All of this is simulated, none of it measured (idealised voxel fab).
Process module in this document: voxel capacitor over wiring
The cross-section on display is named cut; it measures 140 nm wide, and its cells are 5 nm squares.
Reading order for cross-sections: top band down to bottom band. Underlying form: a grid of square cells. Band size: one or more rows of cells. Read a band's entry like this: the first values are the height of its top and the height of its bottom in nm, and what follows is the sequence of materials from left to right, each with its width in nm. Note that "empty" is empty space, and that a single material marked "edge to edge" reaches across the band from edge to edge. Heads up on the height convention: 0 is the point under which the incoming wafer is all one material, and the lowest band has no bottom, it just keeps going down, like "from 0 down". Width spec "30 to 40" -> top row of cells at first value, bottom row at second value, equal per-row change in between. "nothing changed" -> step changed no cross-section cell. Any empty space of 8 cells or more lacking an open way to the top shows up in "Voids lacking openings" as width x height at distance, distance from the left edge, in nm. If you see something after the settings on a step's line, that's the simulator's own remark about that step. When a step includes a mask, the "overlay nm" setting on its line states how far to the right of its planned place that mask lay, and negative values state how far to the left.

[Planned step list for the process]
- 1: op RECEIVE | material Si
- 2: op CONFORMAL_DEP | material SiO2 | thk nm 15
- 3: op DIRECTIONAL_DEP | material TiN | thk nm 5
- 4: op DIRECTIONAL_DEP | material W | thk nm 20
- 5: op MASKED_ETCH | tone cover | mask id METAL_1 | width nm 20 | pitch nm 80 | etch materials W | depth nm 20 | overlay nm 0
- 6: op MASKED_ETCH | tone cover | mask id METAL_1 | width nm 20 | pitch nm 80 | etch materials TiN | depth nm 5 | overlay nm -5
- 7: op FILL_DEP | material lowk | thk nm 10
- 8: op CMP | height nm 40
- 9: op CONFORMAL_DEP | material SiCN | thk nm 5
- 10: op DIRECTIONAL_DEP | material lowk | thk nm 10
- 11: op PATTERN | tone open | mask id PLUG_1 | material resist | width nm 15 | thk nm 20 | overlay nm 0
- 12: op DIRECTIONAL_ETCH | etch materials lowk | depth nm 10
- 13: op DIRECTIONAL_ETCH | etch materials SiCN | depth nm 5
- 14: op STRIP | etch materials resist
- 15: op CONFORMAL_DEP | material TiN | thk nm 5
- 16: op FILL_DEP | material Cu | thk nm 10
- 17: op CMP | height nm 55
- 18: op DIRECTIONAL_DEP | material TiN | thk nm 10
- 19: op DIRECTIONAL_DEP | material Al2O3 | thk nm 5
- 20: op DIRECTIONAL_DEP | material TiN | thk nm 10
- 21: op PATTERN | tone cover | mask id UPPER_PLATE | material resist | width nm 65 | thk nm 20 | overlay nm 0
- 22: op DIRECTIONAL_ETCH | etch materials TiN | depth nm 10
- 23: op DIRECTIONAL_ETCH | etch materials Al2O3 | depth nm 5
- 24: op STRIP | etch materials resist
- 25: op PATTERN | tone cover | mask id LOWER_PLATE | material resist | width nm 75 | thk nm 20 | overlay nm 0
- 26: op DIRECTIONAL_ETCH | etch materials TiN | depth nm 10
- 27: op STRIP | etch materials resist
- 28: op FILL_DEP | material SiO2 | thk nm 20
- 29: op CMP | height nm 95
- 30: op MASKED_ETCH | tone open | mask id PLUG_2 | width nm 15 | etch materials SiO2 | depth nm 15 | overlay nm 0
- 31: op CONFORMAL_DEP | material TiN | thk nm 5
- 32: op FILL_DEP | material Ru | thk nm 10
- 33: op CMP | height nm 95
- 34: op CONFORMAL_DEP | material SiCN | thk nm 5
Keep in mind the plan's value for the overlay nm of step 6 comes from the first wafer; the wafers don't share that setting, but they do share the same starting point.

[The first of several wafers as received, shown in cross-section; this is its state after step 1]
* from 0 down = Si edge to edge
* Voids lacking openings: none

[Rows = wafers. At module end, each row lists per material the cells gained (+) or lost (-) since the wafer was received, then the closed voids]
overlay nm -5; +13 Al2O3; +2 Cu; +2 Ru; +53 SiCN; +230 SiO2; +80 TiN; +32 W; +148 lowk; Voids lacking openings: none
overlay nm 0; +13 Al2O3; +2 Cu; +2 Ru; +53 SiCN; +230 SiO2; +78 TiN; +32 W; +150 lowk; Voids lacking openings: none
overlay nm 5; +13 Al2O3; +2 Cu; +2 Ru; +53 SiCN; +230 SiO2; +80 TiN; +32 W; +148 lowk; Voids lacking openings: none
